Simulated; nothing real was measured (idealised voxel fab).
process module | voxel transistor to metal
cross-section cut | 180 nm wide | cells 5 nm
A cross-section is a grid of square cells, given in bands from the top down. A band is one or more rows of cells.
Each band's line starts with the height of the band's top and of its bottom, in nm. Then come its materials from left to right, each with its width in nm. One material with "throughout" fills the band from edge to edge. "air" is empty space.
Height 0 is the level under which the wafer as received is all one material. The lowest band goes on downwards, as in "0 down".
A width such as "30 to 40" changes by the same amount from each row of cells to the next, from the band's top row to its bottom row.
"no change" after a step means that no cell of the cross-section changed.
closed voids: empty space of 8 cells or more with no open way to the top, each as width x height at its distance from the left edge, in nm
after a step's settings: what the simulator itself notes on the step
overlay nm, on a step with a mask: how far to the right of its planned place the mask lay; to the left if negative
plan
1 op RECEIVE | material Si
2 op CONFORMAL_DEP | material SiO2 | thk nm 5
3 op CONFORMAL_DEP | material SiN | thk nm 10
4 op DIRECTIONAL_DEP | material aC | thk nm 15
5 op PATTERN | tone cover | mask id ACTIVE | material resist | width nm 120 | thk nm 30 | overlay nm 0
6 op DIRECTIONAL_ETCH | etch materials aC | depth nm 15
7 op STRIP | etch materials resist
8 op DIRECTIONAL_ETCH | etch materials SiN | depth nm 10
9 op DIRECTIONAL_ETCH | etch materials SiO2 | depth nm 5
10 op DIRECTIONAL_ETCH | etch materials Si | depth nm 25
11 op STRIP | etch materials aC
12 op FILL_DEP | material SiO2 | thk nm 10
13 op CMP | height nm 15
14 op SELECTIVE_ETCH | etch materials SiO2 | depth nm 10
15 op STRIP | etch materials SiN
16 op SELECTIVE_ETCH | etch materials SiO2 | depth nm 5
17 op OXIDIZE | depth nm 5
18 op DIRECTIONAL_DEP | material polySi | thk nm 25
19 op DIRECTIONAL_DEP | material SiCN | thk nm 15
20 op DIRECTIONAL_DEP | material aC | thk nm 15
21 op PATTERN | tone cover | mask id GATE | material resist | width nm 30 | thk nm 30 | overlay nm 0
22 op DIRECTIONAL_ETCH | etch materials aC | depth nm 15
23 op STRIP | etch materials resist
24 op DIRECTIONAL_ETCH | etch materials SiCN | depth nm 25
25 op DIRECTIONAL_ETCH | etch materials polySi | depth nm 35
26 op STRIP | etch materials aC
27 op CONFORMAL_DEP | material SiO2 | thk nm 5
28 op DIRECTIONAL_ETCH | etch materials SiO2 | depth nm 5
29 op CONFORMAL_DEP | material SiN | thk nm 5
30 op DIRECTIONAL_ETCH | etch materials SiN | depth nm 5
31 op DIRECTIONAL_ETCH | etch materials SiO2 | depth nm 5
32 op EPI | material SiGe | thk nm 5
33 op FILL_DEP | material SiO2 | thk nm 5
34 op CMP | height nm 25
35 op STRIP | etch materials polySi
36 op SELECTIVE_ETCH | etch materials SiO2 | depth nm 5
37 op CONFORMAL_DEP | material HfO2 | thk nm 5
38 op CONFORMAL_DEP | material TiN | thk nm 5
39 op FILL_DEP | material W | thk nm 10
40 op CMP | height nm 20
41 op DIRECTIONAL_DEP | material SiO2 | thk nm 15
42 op PATTERN | tone open | mask id CONTACT | material resist | width nm 20 | pitch nm 80 | thk nm 15 | overlay nm 0
43 op DIRECTIONAL_ETCH | etch materials SiO2 | depth nm 35
44 op STRIP | etch materials resist
45 op CONFORMAL_DEP | material TiN | thk nm 5
46 op FILL_DEP | material W | thk nm 5
47 op CMP | height nm 35
48 op CONFORMAL_DEP | material SiN | thk nm 5
49 op DIRECTIONAL_DEP | material lowk | thk nm 20
50 op DIRECTIONAL_DEP | material aC | thk nm 15
51 op PATTERN | tone open | mask id METAL_1 | material resist | width nm 20 | pitch nm 80 | thk nm 30 | overlay nm 0
52 op DIRECTIONAL_ETCH | etch materials aC | depth nm 15
53 op STRIP | etch materials resist
54 op DIRECTIONAL_ETCH | etch materials lowk | depth nm 20
55 op DIRECTIONAL_ETCH | etch materials SiN | depth nm 5
56 op STRIP | etch materials aC
57 op CONFORMAL_DEP | material TiN | thk nm 5
58 op FILL_DEP | material Ru | thk nm 5
59 op CMP | height nm 60
60 op EPI | material Ru | thk nm 5
61 op FILL_DEP | material SiCN | thk nm 5
62 op DIRECTIONAL_DEP | material lowk | thk nm 35
63 op MASKED_ETCH | tone open | mask id METAL_2_HOLES | width nm 15 | pitch nm 80 | etch materials lowk | depth nm 35 | overlay nm 0
64 op PATTERN | tone open | mask id METAL_2 | material resist | width nm 20 | pitch nm 80 | thk nm 15 | overlay nm 0
65 op DIRECTIONAL_ETCH | etch materials lowk | depth nm 20
66 op DIRECTIONAL_ETCH | etch materials SiCN | depth nm 5
67 op STRIP | etch materials resist
68 op CONFORMAL_DEP | material TiN | thk nm 5
69 op FILL_DEP | material Cu | thk nm 10
70 op CMP | height nm 105
71 op CONFORMAL_DEP | material SiCN | thk nm 5
as received, after step 1
  0 down: Si throughout
  closed voids: none
a wafer at the end: this start, this plan, one mistake
  110 to 105: SiCN throughout
  105 to 90: lowk 40 | TiN 5 | Cu 10 | TiN 5 | lowk 60 | TiN 5 | Cu 10 | TiN 5 | lowk 40
  90 to 85: lowk 40 | TiN 5 | Cu 5 | TiN 10 | lowk 60 | TiN 5 | Cu 5 | TiN 10 | lowk 40
  85 to 70: lowk 40 | TiN 5 | Cu 5 | TiN 5 | lowk 65 | TiN 5 | Cu 5 | TiN 5 | lowk 45
  70 to 65: SiCN 40 | TiN 15 | SiCN 65 | TiN 15 | SiCN 45
  65 to 60: SiCN 35 | Ru 30 | SiCN 50 | Ru 30 | SiCN 35
  60 to 40: lowk 40 | TiN 5 | Ru 10 | TiN 5 | lowk 60 | TiN 5 | Ru 10 | TiN 5 | lowk 40
  40 to 35: SiN 40 | TiN 20 | SiN 60 | TiN 20 | SiN 40
  35 to 25: SiO2 40 | TiN 5 | W 10 | TiN 5 | SiO2 60 | TiN 5 | W 10 | TiN 5 | SiO2 40
  25 to 20: SiO2 40 | TiN 20 | SiO2 60 | TiN 20 | SiO2 40
  20 to 5: W 70 | TiN 5 | HfO2 5 | SiN 5 | SiO2 10 | SiN 5 | HfO2 5 | TiN 5 | W 70
  5 to 0: TiN 75 | HfO2 5 | SiN 5 | SiO2 10 | SiN 5 | HfO2 5 | TiN 75
  0 to -5: HfO2 80 | SiO2 5 | SiGe 10 | SiO2 5 | HfO2 80
  -5 to -25: SiO2 30 | Si 120 | SiO2 30
  -25 down: Si throughout
  closed voids: none
what went wrong: step 21 ran as: op PATTERN | tone open | mask id GATE | material resist | width nm 30 | thk nm 30 | overlay nm 0
